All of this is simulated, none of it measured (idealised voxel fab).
process module | voxel lift off
The width of the displayed cross-section, cut, is 200 nm; its cells are square, with a size of 5 nm.
In what follows, cross-sections appear as grids of square cells, described through bands that run from the top down, where every band is one or more rows of cells. For a band, the entry starts with two heights in nm, that of the top and then that of the bottom, and carries on with the band's materials in order from left to right, each alongside its width in nm; the word "everywhere" beside a single material means it fills the band edge to edge, and "empty" means empty space. Beneath 0, the wafer as received is one material, and that level is where height counting begins. The lowest band goes on downward without a bottom; it is written like "0 nm and below". When a width is written as two numbers, as in "30..40", the first number is the width in the top row of cells of the band and the second is the width in its bottom row, and the width changes by the same amount from each row to the next. "same as before", as given for a step, is the statement that not any cell of the cross-section underwent a change during that step. The label "Sealed void list" introduces a list of the empty spaces, 8 cells or larger, that have no open way up to the top; each entry in it reads width x height at distance, where the distance is taken from the left edge and all three are stated in nm. It should be noted that, on the line of a given step, the content following the step's settings is a remark produced by the simulator itself with respect to that step. overlay nm: where the mask lay relative to plan, measured to the right, on steps with a mask; negatives go left.

[Planned step list for the process]
1,RECEIVE (material Si)
2,CONFORMAL_DEP (material Al2O3; thk nm 5)
3,PATTERN (tone open; mask id LINES; material resist; width nm 20; pitch nm 45; thk nm 15; overlay nm 0)
4,DIRECTIONAL_DEP (material Ru; thk nm 5)
5,STRIP (etch materials resist)
6,CONFORMAL_DEP (material SiO2; thk nm 5)

[Received-state cross-section, reflecting completion of step 1]
    0 nm and below: Si everywhere
    Sealed void list: none

[Cross-section, end of module. Start: as above. Plan: as above. Execution: one mistake]
    15 nm to 10 nm: 50 of SiO2, 10 of empty, 35 of SiO2, 10 of empty, 35 of SiO2, 10 of empty, 50 of SiO2
    10 nm to 5 nm: 45 of Ru, 20 of SiO2, 25 of Ru, 20 of SiO2, 25 of Ru, 20 of SiO2, 45 of Ru
    5 nm to 0 nm: Al2O3 everywhere
    0 nm and below: Si everywhere
    Sealed void list: none
Where did the run depart from the plan? it should be noted that step 3 was executed with settings other than those planned, the operation and settings actually applied being PATTERN (tone cover; mask id LINES; material resist; width nm 20; pitch nm 45; thk nm 15; overlay nm 0)
